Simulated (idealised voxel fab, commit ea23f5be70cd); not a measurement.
Presented below is a process module, voxel released beams.
In the cross-section labelled cut, the width is 185 nm and each square cell is 5 nm.
Think of the cross-section as a grid of square cells. We describe it in bands, top to bottom, and each band covers one or more rows of those cells. Band: top height; bottom height; in nm. Then, left to right: material with width in nm, for each material. "all across": a single material spanning edge to edge. "empty": empty space. The reference from which all heights are counted is 0, the level beneath which the as-received wafer is entirely one material; the lowest band, having no lower bound, proceeds downward and is written after the example "0 and below". Note: "30..40" means the width goes from the first number (top row of the band) to the second number (bottom row) in equal steps per row of cells. "remains unaltered" after a step means that no cell of the cross-section changed. Each empty space that has no open way to the top and spans at least 8 cells appears under "Voids, enclosed" as width x height at distance, the distance counted from the left edge, all in nm. Note: text after step settings on the step line = simulator remark on that step. overlay nm: where the mask lay relative to plan, measured to the right, on steps with a mask; negatives go left. Guide to the pairs. Each holds a before and an after cross-section around one process step; the after cross-section is cut off at the lowest band that changed. Look under the pair for the step between them and its settings. Pairs can come from different runs of this module on the same starting wafer, so a pair follows on from the one above it only where its entry headed "Pre-step profile" says it does.
# Pre-step profile
0 and below  Si all across
Voids, enclosed: none
# Step Outcome
10 down to 0  SiN all across
Below a height of 0, the structure has not been altered.
Voids, enclosed: none
What process step lies between the two cross-sections above? CONFORMAL_DEP: material SiN, thk nm 10
Pre-step profile: refer to the pair immediately above; the cross-section shown after its step is the state before this one.
# Step Outcome
20 down to 10  SiO2 all across
Below a height of 10, the structure has not been altered.
Voids, enclosed: none
What process step lies between the two cross-sections above? DIRECTIONAL_DEP: material SiO2, thk nm 10
Pre-step profile: refer to the pair immediately above; the cross-section shown after its step is the state before this one.
# Step Outcome
35 down to 20  resist (45); empty (25); resist (115)
Below a height of 20, the structure has not been altered.
Voids, enclosed: none
What process step lies between the two cross-sections above? PATTERN: tone open, mask id ANCHOR, material resist, width nm 25, thk nm 15, overlay nm 0
Pre-step profile: refer to the pair immediately above; the cross-section shown after its step is the state before this one.
# Step Outcome
35 down to 20  resist (45); empty (25); resist (115)
20 down to 10  SiO2 (45); empty (25); SiO2 (115)
Below a height of 10, the structure has not been altered.
Voids, enclosed: none
What process step lies between the two cross-sections above? DIRECTIONAL_ETCH: etch materials SiO2, depth nm 10
Pre-step profile: refer to the pair immediately above; the cross-section shown after its step is the state before this one.
# Step Outcome
20 down to 10  SiO2 (45); empty (25); SiO2 (115)
Below a height of 10, the structure has not been altered.
Voids, enclosed: none
What process step lies between the two cross-sections above? STRIP: etch materials resist
Pre-step profile: refer to the pair immediately above; the cross-section shown after its step is the state before this one.
# Step Outcome
30 down to 20  TiN (55); empty (5); TiN (125)
20 down to 10  SiO2 (45); TiN (25); SiO2 (115)
Below a height of 10, the structure has not been altered.
Voids, enclosed: none
What process step lies between the two cross-sections above? CONFORMAL_DEP: material TiN, thk nm 10
Pre-step profile: refer to the pair immediately above; the cross-section shown after its step is the state before this one.
# Step Outcome
30 down to 20  empty (40); TiN (15); empty (5); TiN (75); empty (50)
Below a height of 20, the structure has not been altered.
Voids, enclosed: none
What process step lies between the two cross-sections above? MASKED_ETCH: tone cover, mask id BEAM, width nm 95, etch materials TiN, depth nm 10, overlay nm 0
Pre-step profile: refer to the pair immediately above; the cross-section shown after its step is the state before this one.
# Step Outcome
30 down to 20  empty (40); TiN (15); empty (5); TiN (75); empty (50)
20 down to 10  empty (45); TiN (25); empty (115)
Below a height of 10, the structure has not been altered.
Voids, enclosed: none
What process step lies between the two cross-sections above? STRIP: etch materials SiO2
# Pre-step profile
0 and below  Si all across
Voids, enclosed: none
# Step Outcome
10 down to 0  SiO2 all across
Below a height of 0, the structure has not been altered.
Voids, enclosed: none
What process step lies between the two cross-sections above? DIRECTIONAL_DEP: material SiO2, thk nm 10
Pre-step profile: refer to the pair immediately above; the cross-section shown after its step is the state before this one.
# Step Outcome
25 down to 10  resist (45); empty (25); resist (115)
Below a height of 10, the structure has not been altered.
Voids, enclosed: none
What process step lies between the two cross-sections above? PATTERN: tone open, mask id ANCHOR, material resist, width nm 25, thk nm 15, overlay nm 0
Pre-step profile: refer to the pair immediately above; the cross-section shown after its step is the state before this one.
# Step Outcome
25 down to 10  resist (45); empty (25); resist (115)
10 down to 0  SiO2 (45); empty (25); SiO2 (115)
Below a height of 0, the structure has not been altered.
Voids, enclosed: none
What process step lies between the two cross-sections above? DIRECTIONAL_ETCH: etch materials SiO2, depth nm 10
Pre-step profile: refer to the pair immediately above; the cross-section shown after its step is the state before this one.
# Step Outcome
10 down to 0  SiO2 (45); empty (25); SiO2 (115)
Below a height of 0, the structure has not been altered.
Voids, enclosed: none
What process step lies between the two cross-sections above? STRIP: etch materials resist
Pre-step profile: refer to the pair immediately above; the cross-section shown after its step is the state before this one.
# Step Outcome
20 down to 10  TiN (55); empty (5); TiN (125)
10 down to 0  SiO2 (45); TiN (25); SiO2 (115)
Below a height of 0, the structure has not been altered.
Voids, enclosed: none
What process step lies between the two cross-sections above? CONFORMAL_DEP: material TiN, thk nm 10
Pre-step profile: refer to the pair immediately above; the cross-section shown after its step is the state before this one.
# Step Outcome
20 down to 10  empty (40); TiN (15); empty (5); TiN (75); empty (50)
Below a height of 10, the structure has not been altered.
Voids, enclosed: none
What process step lies between the two cross-sections above? MASKED_ETCH: tone cover, mask id BEAM, width nm 95, etch materials TiN, depth nm 10, overlay nm 0
Pre-step profile: refer to the pair immediately above; the cross-section shown after its step is the state before this one.
# Step Outcome
20 down to 10  empty (40); TiN (15); empty (5); TiN (75); empty (50)
10 down to 0  empty (45); TiN (25); empty (115)
Below a height of 0, the structure has not been altered.
Voids, enclosed: none
What process step lies between the two cross-sections above? STRIP: etch materials SiO2
# Pre-step profile
10 down to 0  SiO2 all across
0 and below  Si all across
Voids, enclosed: none
# Step Outcome
20 down to 10  SiN all across
Below a height of 10, the structure has not been altered.
Voids, enclosed: none
What process step lies between the two cross-sections above? CONFORMAL_DEP: material SiN, thk nm 10
Pre-step profile: refer to the pair immediately above; the cross-section shown after its step is the state before this one.
# Step Outcome
35 down to 20  resist (45); empty (25); resist (115)
Below a height of 20, the structure has not been altered.
Voids, enclosed: none
What process step lies between the two cross-sections above? PATTERN: tone open, mask id ANCHOR, material resist, width nm 25, thk nm 15, overlay nm 0
Pre-step profile: refer to the pair immediately above; the cross-section shown after its step is the state before this one.
# Step Outcome
20 down to 10  SiN all across
Below a height of 10, the structure has not been altered.
Voids, enclosed: none
What process step lies between the two cross-sections above? STRIP: etch materials resist
Pre-step profile: refer to the pair immediately above; the cross-section shown after its step is the state before this one.
# Step Outcome
30 down to 20  TiN all across
Below a height of 20, the structure has not been altered.
Voids, enclosed: none
What process step lies between the two cross-sections above? CONFORMAL_DEP: material TiN, thk nm 10
Pre-step profile: refer to the pair immediately above; the cross-section shown after its step is the state before this one.
# Step Outcome
30 down to 20  empty (40); TiN (95); empty (50)
Below a height of 20, the structure has not been altered.
Voids, enclosed: none
What process step lies between the two cross-sections above? MASKED_ETCH: tone cover, mask id BEAM, width nm 95, etch materials TiN, depth nm 10, overlay nm 0
# Pre-step profile
20 down to 10  SiO2 (45); empty (25); SiO2 (115)
10 down to 0  SiN all across
0 and below  Si all across
Voids, enclosed: none
# Step Outcome
25 down to 20  TiN (50); empty (15); TiN (120)
20 down to 15  SiO2 (45); TiN (5); empty (15); TiN (5); SiO2 (115)
15 down to 10  SiO2 (45); TiN (25); SiO2 (115)
Below a height of 10, the structure has not been altered.
Voids, enclosed: none
What process step lies between the two cross-sections above? CONFORMAL_DEP: material TiN, thk nm 5
Pre-step profile: refer to the pair immediately above; the cross-section shown after its step is the state before this one.
# Step Outcome
25 down to 20  empty (40); TiN (10); empty (15); TiN (70); empty (50)
Below a height of 20, the structure has not been altered.
Voids, enclosed: none
What process step lies between the two cross-sections above? MASKED_ETCH: tone cover, mask id BEAM, width nm 95, etch materials TiN, depth nm 10, overlay nm 0
Pre-step profile: refer to the pair immediately above; the cross-section shown after its step is the state before this one.
# Step Outcome
25 down to 15  empty (40..45); TiN (10..5); empty (15); TiN (70..5); empty (50..115)
15 down to 10  empty (45); TiN (25); empty (115)
Below a height of 10, the structure has not been altered.
Voids, enclosed: none
What process step lies between the two cross-sections above? STRIP: etch materials SiO2
# Pre-step profile
30 down to 20  TiN (55); empty (5); TiN (125)
20 down to 10  SiO2 (45); TiN (25); SiO2 (115)
10 down to 0  SiN all across
0 and below  Si all across
Voids, enclosed: none
# Step Outcome
30 down to 20  empty (35); TiN (20); empty (5); TiN (80); empty (45)
Below a height of 20, the structure has not been altered.
Voids, enclosed: none
What process step lies between the two cross-sections above? MASKED_ETCH: tone cover, mask id BEAM, width nm 105, etch materials TiN, depth nm 10, overlay nm 0
Pre-step profile: refer to the pair immediately above; the cross-section shown after its step is the state before this one.
# Step Outcome
30 down to 20  empty (35); TiN (20); empty (5); TiN (80); empty (45)
20 down to 10  empty (45); TiN (25); empty (115)
Below a height of 10, the structure has not been altered.
Voids, enclosed: none
What process step lies between the two cross-sections above? STRIP: etch materials SiO2
# Pre-step profile
30 down to 20  TiN (55); empty (5); TiN (125)
20 down to 10  SiO2 (45); TiN (25); SiO2 (115)
10 down to 0  SiN all across
0 and below  Si all across
Voids, enclosed: none
# Step Outcome
30 down to 20  empty (50); TiN (5); empty (5); TiN (85); empty (40)
Below a height of 20, the structure has not been altered.
Voids, enclosed: none
What process step lies between the two cross-sections above? MASKED_ETCH: tone cover, mask id BEAM, width nm 95, etch materials TiN, depth nm 10, overlay nm 10
Pre-step profile: refer to the pair immediately above; the cross-section shown after its step is the state before this one.
# Step Outcome
30 down to 20  empty (50); TiN (5); empty (5); TiN (85); empty (40)
20 down to 10  empty (45); TiN (25); empty (115)
Below a height of 10, the structure has not been altered.
Voids, enclosed: none
What process step lies between the two cross-sections above? STRIP: etch materials SiO2
# Pre-step profile
10 down to 0  SiN all across
0 and below  Si all across
Voids, enclosed: none
# Step Outcome
20 down to 10  TiN all across
Below a height of 10, the structure has not been altered.
Voids, enclosed: none
What process step lies between the two cross-sections above? DIRECTIONAL_DEP: material TiN, thk nm 10
Pre-step profile: refer to the pair immediately above; the cross-section shown after its step is the state before this one.
# Step Outcome
35 down to 20  resist (45); empty (25); resist (115)
Below a height of 20, the structure has not been altered.
Voids, enclosed: none
What process step lies between the two cross-sections above? PATTERN: tone open, mask id ANCHOR, material resist, width nm 25, thk nm 15, overlay nm 0
Pre-step profile: refer to the pair immediately above; the cross-section shown after its step is the state before this one.
# Step Outcome
20 down to 10  TiN all across
Below a height of 10, the structure has not been altered.
Voids, enclosed: none
What process step lies between the two cross-sections above? STRIP: etch materials resist
Pre-step profile: refer to the pair immediately above; the cross-section shown after its step is the state before this one.
# Step Outcome
30 down to 10  TiN all across
Below a height of 10, the structure has not been altered.
Voids, enclosed: none
What process step lies between the two cross-sections above? CONFORMAL_DEP: material TiN, thk nm 10
Pre-step profile: refer to the pair immediately above; the cross-section shown after its step is the state before this one.
# Step Outcome
30 down to 20  empty (40); TiN (95); empty (50)
Below a height of 20, the structure has not been altered.
Voids, enclosed: none
What process step lies between the two cross-sections above? MASKED_ETCH: tone cover, mask id BEAM, width nm 95, etch materials TiN, depth nm 10, overlay nm 0
# Pre-step profile
30 down to 20  TiN (55); empty (5); TiN (125)
20 down to 10  SiO2 (45); TiN (25); SiO2 (115)
10 down to 0  SiN all across
0 and below  Si all across
Voids, enclosed: none
# Step Outcome
30 down to 20  TiN (40); empty (95); TiN (50)
20 down to 10  SiO2 (45); TiN (10); empty (5); TiN (10); SiO2 (115)
Below a height of 10, the structure has not been altered.
Voids, enclosed: none
What process step lies between the two cross-sections above? MASKED_ETCH: tone open, mask id BEAM, width nm 95, etch materials TiN, depth nm 10, overlay nm 0
Pre-step profile: refer to the pair immediately above; the cross-section shown after its step is the state before this one.
# Step Outcome
20 down to 10  empty (45); TiN (10); empty (5); TiN (10); empty (115)
Below a height of 10, the structure has not been altered.
Voids, enclosed: none
What process step lies between the two cross-sections above? STRIP: etch materials SiO2
